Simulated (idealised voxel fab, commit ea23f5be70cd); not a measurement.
Documented hereafter: the process module known as voxel wiring stack.
The cross-section shown here is cut; it is 250 nm wide and divided into square cells measuring 5 nm on a side.
Bands, listed from the top down, are how a cross-section gets written in this document; the cross-section itself is a grid of square cells, and a band is one or more rows of them.
Heights first: top, then bottom, in nm. Then materials, left to right, each with a width in nm. "throughout" on a single material: fills the band edge to edge. "blank": empty space.
Heads up on the height convention: 0 is the point under which the incoming wafer is all one material, and the lowest band has no bottom, it just keeps going down, like "0 nm and below".
Note: "30 to 40" means the width goes from the first number (top row of the band) to the second number (bottom row) in equal steps per row of cells.
When a step is marked "nothing was modified", none of the cells in the cross-section changed during that step.
Listed in "Internal closed voids": every empty space of 8 or more cells without an open way to the top. Form: width x height at distance, the distance being from the left edge, all in nm.
Post-settings text on a step line: simulator's own remark regarding the step.
overlay nm: where the mask lay relative to plan, measured to the right, on steps with a mask; negatives go left.
## This section lists the process steps that were planned
1: op RECEIVE | material Si
2: op CONFORMAL_DEP | material SiO2 | thk nm 10
3: op CONFORMAL_DEP | material SiCN | thk nm 5
4: op DIRECTIONAL_DEP | material SiO2 | thk nm 15
5: op DIRECTIONAL_DEP | material aC | thk nm 10
6: op PATTERN | tone open | mask id METAL_1 | material resist | width nm 20 | pitch nm 35 | thk nm 25 | overlay nm -15
7: op DIRECTIONAL_ETCH | etch materials aC | depth nm 10
8: op STRIP | etch materials resist
9: op DIRECTIONAL_ETCH | etch materials SiO2 | depth nm 15
10: op DIRECTIONAL_ETCH | etch materials SiCN | depth nm 5
11: op STRIP | etch materials aC
12: op CONFORMAL_DEP | material TiN | thk nm 5
13: op FILL_DEP | material Cu | thk nm 10
14: op CMP | height nm 30
15: op EPI | material Ru | thk nm 5
16: op FILL_DEP | material SiCN | thk nm 5
17: op DIRECTIONAL_DEP | material SiO2 | thk nm 15
18: op DIRECTIONAL_DEP | material aC | thk nm 10
19: op PATTERN | tone open | mask id PLUG_1 | material resist | width nm 15 | pitch nm 70 | thk nm 25 | overlay nm 0
20: op DIRECTIONAL_ETCH | etch materials aC | depth nm 10
21: op STRIP | etch materials resist
22: op DIRECTIONAL_ETCH | etch materials SiO2 | depth nm 15
23: op DIRECTIONAL_ETCH | etch materials SiCN | depth nm 5
24: op STRIP | etch materials aC
25: op CONFORMAL_DEP | material TiN | thk nm 5
26: op FILL_DEP | material W | thk nm 5
27: op CMP | height nm 55
28: op DIRECTIONAL_DEP | material TiN | thk nm 5
29: op DIRECTIONAL_DEP | material W | thk nm 25
30: op MASKED_ETCH | tone cover | mask id METAL_2 | width nm 20 | pitch nm 35 | etch materials W | depth nm 25 | overlay nm 0
31: op MASKED_ETCH | tone cover | mask id METAL_2 | width nm 20 | pitch nm 35 | etch materials TiN | depth nm 5 | overlay nm 0
32: op CONFORMAL_DEP | material SiN | thk nm 5
33: op FILL_DEP | material SiO2 | thk nm 5
34: op CMP | height nm 85
35: op CONFORMAL_DEP | material SiCN | thk nm 5
36: op DIRECTIONAL_DEP | material lowk | thk nm 25
37: op DIRECTIONAL_DEP | material aC | thk nm 10
38: op PATTERN | tone open | mask id METAL_3 | material resist | width nm 20 | pitch nm 35 | thk nm 25 | overlay nm 0
39: op DIRECTIONAL_ETCH | etch materials aC | depth nm 10
40: op STRIP | etch materials resist
41: op DIRECTIONAL_ETCH | etch materials lowk | depth nm 15
42: op STRIP | etch materials aC
43: op PATTERN | tone open | mask id METAL_3_HOLES | material resist | width nm 15 | pitch nm 35 | thk nm 20 | overlay nm 0
44: op DIRECTIONAL_ETCH | etch materials lowk | depth nm 10
45: op DIRECTIONAL_ETCH | etch materials SiCN | depth nm 5
46: op STRIP | etch materials resist
47: op CONFORMAL_DEP | material TiN | thk nm 5
48: op FILL_DEP | material Cu | thk nm 10
49: op CMP | height nm 115
50: op CONFORMAL_DEP | material SiN | thk nm 5
Heads up: all these wafers start the same, and what changes between them is the overlay nm in step 6. The value you see in the plan is just what the first wafer got.
## Cross-section, first of several wafers, as delivered after step 1
  0 nm and below | Si throughout
  Internal closed voids: none
## Wafer rows, end of module: cells per material gained (+) or lost (-) since receipt; closed voids last
overlay nm -15 | +39 Cu | +18 Ru | +155 SiCN | +118 SiN | +506 SiO2 | +102 TiN | +66 W | +196 lowk | Internal closed voids: none
overlay nm -10 | +39 Cu | +18 Ru | +155 SiCN | +118 SiN | +506 SiO2 | +102 TiN | +66 W | +196 lowk | Internal closed voids: none
overlay nm -5 | +39 Cu | +18 Ru | +155 SiCN | +118 SiN | +506 SiO2 | +102 TiN | +66 W | +196 lowk | Internal closed voids: none
overlay nm 0 | +39 Cu | +18 Ru | +155 SiCN | +118 SiN | +506 SiO2 | +102 TiN | +66 W | +196 lowk | Internal closed voids: none
overlay nm 5 | +39 Cu | +18 Ru | +155 SiCN | +118 SiN | +506 SiO2 | +102 TiN | +66 W | +196 lowk | Internal closed voids: none
overlay nm 10 | +39 Cu | +18 Ru | +155 SiCN | +118 SiN | +506 SiO2 | +102 TiN | +66 W | +196 lowk | Internal closed voids: none
overlay nm 15 | +39 Cu | +18 Ru | +155 SiCN | +118 SiN | +506 SiO2 | +102 TiN | +66 W | +196 lowk | Internal closed voids: none
